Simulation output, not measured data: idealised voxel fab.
Herein follows the process module entitled voxel gate over fins.
Cross-sectional view cut (width: 230 nm; square cell size: 5 nm).
When this document writes out a cross-section, it uses a grid of square cells and lists it as bands, beginning at the top and moving down, with a band standing for one or more rows of cells. Each band's line starts with the height of the band's top and of its bottom, in nm. Then come its materials from left to right, each with its width in nm. One material with "full width" fills the band from edge to edge. "empty" is empty space. Convention: height 0 is the level below which the wafer, as received, is all one material. The lowest band does not terminate at the bottom but continues downward, represented as "0 and below". So if you see something like "30->40" for the width, read it as the top row of the band sitting at the first number and the bottom row at the second, with every row in between moving by the same amount as the last. It should be understood that the words "left unchanged", when stated for a given step, signify that the cross-section underwent no change in any of its cells during that step. "Fully sealed voids" lists enclosed empty spaces (at least 8 cells, no open path upward to the top), each as width x height at distance from the left edge, in nm. If you see something after the settings on a step's line, that's the simulator's own remark about that step. overlay nm: mask offset rightward from planned place, masked step; negative means leftward offset.
This section lists the process steps that were planned
1. RECEIVE: material Si
2. CONFORMAL_DEP: material SiN, thk nm 10
3. MASKED_ETCH: tone cover, mask id FINS, width nm 15, pitch nm 50, etch materials SiN, depth nm 10, overlay nm 0
4. MASKED_ETCH: tone cover, mask id FINS, width nm 15, pitch nm 50, etch materials Si, depth nm 35, overlay nm 0
5. FILL_DEP: material SiO2, thk nm 5
6. CMP: height nm 10
7. MASKED_ETCH: tone open, mask id RAIL, width nm 15, etch materials SiO2, depth nm 40, overlay nm 0
8. CONFORMAL_DEP: material TiN, thk nm 5
9. FILL_DEP: material Ru, thk nm 10
10. CMP: height nm 10
11. SELECTIVE_ETCH: etch materials W Ru TiN, depth nm 35
12. FILL_DEP: material SiO2, thk nm 5
13. CMP: height nm 10
14. SELECTIVE_ETCH: etch materials SiO2, depth nm 25
15. STRIP: etch materials SiN
16. CONFORMAL_DEP: material HfO2, thk nm 5
17. CONFORMAL_DEP: material TiN, thk nm 5
18. CONFORMAL_DEP: material TiAl, thk nm 5
19. CONFORMAL_DEP: material TiN, thk nm 5
20. FILL_DEP: material W, thk nm 10
21. CMP: height nm 25
22. CONFORMAL_DEP: material SiCN, thk nm 5
First wafer out of two, processed as planned
Step 1 complete: cross-section of the wafer as received
* 0 and below  Si full width
* Fully sealed voids: none
You're looking at a cross-section of the wafer after step 2
* 10 down to 0  SiN full width
* All layers under 0 are left as they were.
You're looking at a cross-section of the wafer after step 3
* 10 down to 0  empty (80) / SiN (15) / empty (35) / SiN (15) / empty (85)
* All layers under 0 are left as they were.
You're looking at a cross-section of the wafer after step 4
* 10 down to 0  empty (80) / SiN (15) / empty (35) / SiN (15) / empty (85)
* 0 down to -35  empty (80) / Si (15) / empty (35) / Si (15) / empty (85)
* All layers under -35 are left as they were.
You're looking at a cross-section of the wafer after step 5
* 15 down to 10  SiO2 full width
* 10 down to 0  SiO2 (80) / SiN (15) / SiO2 (35) / SiN (15) / SiO2 (85)
* 0 down to -35  SiO2 (80) / Si (15) / SiO2 (35) / Si (15) / SiO2 (85)
* All layers under -35 are left as they were.
You're looking at a cross-section of the wafer after step 6
* 10 down to 0  SiO2 (80) / SiN (15) / SiO2 (35) / SiN (15) / SiO2 (85)
* All layers under 0 are left as they were.
You're looking at a cross-section of the wafer after step 7
* 10 down to 0  SiO2 (80) / SiN (15) / SiO2 (10) / empty (15) / SiO2 (10) / SiN (15) / SiO2 (85)
* 0 down to -30  SiO2 (80) / Si (15) / SiO2 (10) / empty (15) / SiO2 (10) / Si (15) / SiO2 (85)
* All layers under -30 are left as they were.
You're looking at a cross-section of the wafer after step 8
* 15 down to 10  TiN (110) / empty (5) / TiN (115)
* 10 down to 0  SiO2 (80) / SiN (15) / SiO2 (10) / TiN (5) / empty (5) / TiN (5) / SiO2 (10) / SiN (15) / SiO2 (85)
* 0 down to -25  SiO2 (80) / Si (15) / SiO2 (10) / TiN (5) / empty (5) / TiN (5) / SiO2 (10) / Si (15) / SiO2 (85)
* -25 down to -30  SiO2 (80) / Si (15) / SiO2 (10) / TiN (15) / SiO2 (10) / Si (15) / SiO2 (85)
* All layers under -30 are left as they were.
You're looking at a cross-section of the wafer after step 9
* 25 down to 15  Ru full width
* 15 down to 10  TiN (110) / Ru (5) / TiN (115)
* 10 down to 0  SiO2 (80) / SiN (15) / SiO2 (10) / TiN (5) / Ru (5) / TiN (5) / SiO2 (10) / SiN (15) / SiO2 (85)
* 0 down to -25  SiO2 (80) / Si (15) / SiO2 (10) / TiN (5) / Ru (5) / TiN (5) / SiO2 (10) / Si (15) / SiO2 (85)
* All layers under -25 are left as they were.
You're looking at a cross-section of the wafer after step 10
* 10 down to 0  SiO2 (80) / SiN (15) / SiO2 (10) / TiN (5) / Ru (5) / TiN (5) / SiO2 (10) / SiN (15) / SiO2 (85)
* All layers under 0 are left as they were.
You're looking at a cross-section of the wafer after step 11
* 10 down to 0  SiO2 (80) / SiN (15) / SiO2 (10) / empty (15) / SiO2 (10) / SiN (15) / SiO2 (85)
* 0 down to -25  SiO2 (80) / Si (15) / SiO2 (10) / empty (15) / SiO2 (10) / Si (15) / SiO2 (85)
* All layers under -25 are left as they were.
You're looking at a cross-section of the wafer after step 12
* 15 down to 10  SiO2 full width
* 10 down to 0  SiO2 (80) / SiN (15) / SiO2 (35) / SiN (15) / SiO2 (85)
* 0 down to -25  SiO2 (80) / Si (15) / SiO2 (35) / Si (15) / SiO2 (85)
* All layers under -25 are left as they were.
You're looking at a cross-section of the wafer after step 13
* 10 down to 0  SiO2 (80) / SiN (15) / SiO2 (35) / SiN (15) / SiO2 (85)
* All layers under 0 are left as they were.
You're looking at a cross-section of the wafer after step 14
* 10 down to 0  empty (80) / SiN (15) / empty (35) / SiN (15) / empty (85)
* 0 down to -15  empty (80) / Si (15) / empty (35) / Si (15) / empty (85)
* All layers under -15 are left as they were.
You're looking at a cross-section of the wafer after step 15
* 0 down to -15  empty (80) / Si (15) / empty (35) / Si (15) / empty (85)
* All layers under -15 are left as they were.
You're looking at a cross-section of the wafer after step 16
* 5 down to 0  empty (75) / HfO2 (25) / empty (25) / HfO2 (25) / empty (80)
* 0 down to -10  empty (75) / HfO2 (5) / Si (15) / HfO2 (5) / empty (25) / HfO2 (5) / Si (15) / HfO2 (5) / empty (80)
* -10 down to -15  HfO2 (80) / Si (15) / HfO2 (35) / Si (15) / HfO2 (85)
* All layers under -15 are left as they were.
You're looking at a cross-section of the wafer after step 17
* 10 down to 5  empty (70) / TiN (35) / empty (15) / TiN (35) / empty (75)
* 5 down to 0  empty (70) / TiN (5) / HfO2 (25) / TiN (5) / empty (15) / TiN (5) / HfO2 (25) / TiN (5) / empty (75)
* 0 down to -5  empty (70) / TiN (5) / HfO2 (5) / Si (15) / HfO2 (5) / TiN (5) / empty (15) / TiN (5) / HfO2 (5) / Si (15) / HfO2 (5) / TiN (5) / empty (75)
* -5 down to -10  TiN (75) / HfO2 (5) / Si (15) / HfO2 (5) / TiN (25) / HfO2 (5) / Si (15) / HfO2 (5) / TiN (80)
* All layers under -10 are left as they were.
You're looking at a cross-section of the wafer after step 18
* 15 down to 10  empty (65) / TiAl (45) / empty (5) / TiAl (45) / empty (70)
* 10 down to 5  empty (65) / TiAl (5) / TiN (35) / TiAl (5) / empty (5) / TiAl (5) / TiN (35) / TiAl (5) / empty (70)
* 5 down to 0  empty (65) / TiAl (5) / TiN (5) / HfO2 (25) / TiN (5) / TiAl (5) / empty (5) / TiAl (5) / TiN (5) / HfO2 (25) / TiN (5) / TiAl (5) / empty (70)
* 0 down to -5  TiAl (70) / TiN (5) / HfO2 (5) / Si (15) / HfO2 (5) / TiN (5) / TiAl (15) / TiN (5) / HfO2 (5) / Si (15) / HfO2 (5) / TiN (5) / TiAl (75)
* All layers under -5 are left as they were.
You're looking at a cross-section of the wafer after step 19
* 20 down to 15  empty (60) / TiN (105) / empty (65)
* 15 down to 10  empty (60) / TiN (5) / TiAl (45) / TiN (5) / TiAl (45) / TiN (5) / empty (65)
* 10 down to 5  empty (60) / TiN (5) / TiAl (5) / TiN (35) / TiAl (5) / TiN (5) / TiAl (5) / TiN (35) / TiAl (5) / TiN (5) / empty (65)
* 5 down to 0  TiN (65) / TiAl (5) / TiN (5) / HfO2 (25) / TiN (5) / TiAl (5) / TiN (5) / TiAl (5) / TiN (5) / HfO2 (25) / TiN (5) / TiAl (5) / TiN (70)
* All layers under 0 are left as they were.
You're looking at a cross-section of the wafer after step 20
* 30 down to 20  W full width
* 20 down to 15  W (60) / TiN (105) / W (65)
* 15 down to 10  W (60) / TiN (5) / TiAl (45) / TiN (5) / TiAl (45) / TiN (5) / W (65)
* 10 down to 5  W (60) / TiN (5) / TiAl (5) / TiN (35) / TiAl (5) / TiN (5) / TiAl (5) / TiN (35) / TiAl (5) / TiN (5) / W (65)
* All layers under 5 are left as they were.
You're looking at a cross-section of the wafer after step 21
* 25 down to 20  W full width
* All layers under 20 are left as they were.
You're looking at a cross-section of the wafer after step 22
* 30 down to 25  SiCN full width
* All layers under 25 are left as they were.
The second wafer began exactly as the first did and followed the same plan, but one mistake was made while running it; through step 11 inclusive, the two wafers are identical
Second wafer profile in section, at the moment step 12 of the plan was meant to be complete
* 15 down to 10  TiN full width
* 10 down to 0  SiO2 (80) / SiN (15) / SiO2 (10) / TiN (15) / SiO2 (10) / SiN (15) / SiO2 (85)
* 0 down to -30  SiO2 (80) / Si (15) / SiO2 (10) / TiN (15) / SiO2 (10) / Si (15) / SiO2 (85)
* All layers under -30 are left as they were.
Second wafer profile in section, at the moment step 13 of the plan was meant to be complete
* 10 down to 0  SiO2 (80) / SiN (15) / SiO2 (10) / TiN (15) / SiO2 (10) / SiN (15) / SiO2 (85)
* All layers under 0 are left as they were.
Second wafer profile in section, at the moment step 14 of the plan was meant to be complete
* 10 down to 0  empty (80) / SiN (15) / empty (10) / TiN (15) / empty (10) / SiN (15) / empty (85)
* 0 down to -15  empty (80) / Si (15) / empty (10) / TiN (15) / empty (10) / Si (15) / empty (85)
* All layers under -15 are left as they were.
Second wafer profile in section, at the moment step 15 of the plan was meant to be complete
* 10 down to 0  empty (105) / TiN (15) / empty (110)
* All layers under 0 are left as they were.
Second wafer profile in section, at the moment step 16 of the plan was meant to be complete
* 15 down to 10  empty (100) / HfO2 (25) / empty (105)
* 10 down to 0  empty (100->75) / HfO2 (5->30) / TiN (15) / HfO2 (5->30) / empty (105->80)
* 0 down to -10  empty (75) / HfO2 (5) / Si (15) / HfO2 (10) / TiN (15) / HfO2 (10) / Si (15) / HfO2 (5) / empty (80)
* -10 down to -15  HfO2 (80) / Si (15) / HfO2 (10) / TiN (15) / HfO2 (10) / Si (15) / HfO2 (85)
* All layers under -15 are left as they were.
Second wafer profile in section, at the moment step 17 of the plan was meant to be complete
* 20 down to 15  empty (95) / TiN (35) / empty (100)
* 15 down to 10  empty (95) / TiN (5) / HfO2 (25) / TiN (5) / empty (100)
* 10 down to 0  empty (70) / TiN (30->5) / HfO2 (5->30) / TiN (15) / HfO2 (5->30) / TiN (30->5) / empty (75)
* 0 down to -5  empty (70) / TiN (5) / HfO2 (5) / Si (15) / HfO2 (10) / TiN (15) / HfO2 (10) / Si (15) / HfO2 (5) / TiN (5) / empty (75)
* -5 down to -10  TiN (75) / HfO2 (5) / Si (15) / HfO2 (10) / TiN (15) / HfO2 (10) / Si (15) / HfO2 (5) / TiN (80)
* All layers under -10 are left as they were.
Second wafer profile in section, at the moment step 18 of the plan was meant to be complete
* 25 down to 20  empty (90) / TiAl (45) / empty (95)
* 20 down to 15  empty (90) / TiAl (5) / TiN (35) / TiAl (5) / empty (95)
* 15 down to 10  empty (65) / TiAl (30) / TiN (5) / HfO2 (25) / TiN (5) / TiAl (30) / empty (70)
* 10 down to 0  empty (65) / TiAl (5) / TiN (30->5) / HfO2 (5->30) / TiN (15) / HfO2 (5->30) / TiN (30->5) / TiAl (5) / empty (70)
* 0 down to -5  TiAl (70) / TiN (5) / HfO2 (5) / Si (15) / HfO2 (10) / TiN (15) / HfO2 (10) / Si (15) / HfO2 (5) / TiN (5) / TiAl (75)
* All layers under -5 are left as they were.
Second wafer profile in section, at the moment step 19 of the plan was meant to be complete
* 30 down to 25  empty (85) / TiN (55) / empty (90)
* 25 down to 20  empty (85) / TiN (5) / TiAl (45) / TiN (5) / empty (90)
* 20 down to 15  empty (60) / TiN (30) / TiAl (5) / TiN (35) / TiAl (5) / TiN (30) / empty (65)
* 15 down to 10  empty (60) / TiN (5) / TiAl (30) / TiN (5) / HfO2 (25) / TiN (5) / TiAl (30) / TiN (5) / empty (65)
* 10 down to 5  empty (60) / TiN (5) / TiAl (5) / TiN (30) / HfO2 (5) / TiN (15) / HfO2 (5) / TiN (30) / TiAl (5) / TiN (5) / empty (65)
* 5 down to 0  TiN (65) / TiAl (5) / TiN (5) / HfO2 (30) / TiN (15) / HfO2 (30) / TiN (5) / TiAl (5) / TiN (70)
* All layers under 0 are left as they were.
Second wafer profile in section, at the moment step 20 of the plan was meant to be complete
* 40 down to 30  W full width
* 30 down to 25  W (85) / TiN (55) / W (90)
* 25 down to 20  W (85) / TiN (5) / TiAl (45) / TiN (5) / W (90)
* 20 down to 15  W (60) / TiN (30) / TiAl (5) / TiN (35) / TiAl (5) / TiN (30) / W (65)
* 15 down to 10  W (60) / TiN (5) / TiAl (30) / TiN (5) / HfO2 (25) / TiN (5) / TiAl (30) / TiN (5) / W (65)
* 10 down to 5  W (60) / TiN (5) / TiAl (5) / TiN (30) / HfO2 (5) / TiN (15) / HfO2 (5) / TiN (30) / TiAl (5) / TiN (5) / W (65)
* All layers under 5 are left as they were.
Second wafer profile in section, at the moment step 21 of the plan was meant to be complete
* 25 down to 20  W (85) / TiN (5) / TiAl (45) / TiN (5) / W (90)
* All layers under 20 are left as they were.
Second wafer profile in section, at the moment step 22 of the plan was meant to be complete
* 30 down to 25  SiCN full width
* All layers under 25 are left as they were.
The plan and the run diverged here: step 12 ran differently from the plan; actual operation with settings: FILL_DEP: material TiN, thk nm 5
Final difference in cells, second wafer against first, listed per material as more or fewer: +10 HfO2; -6 SiO2; -2 TiAl; +9 TiN; -11 W
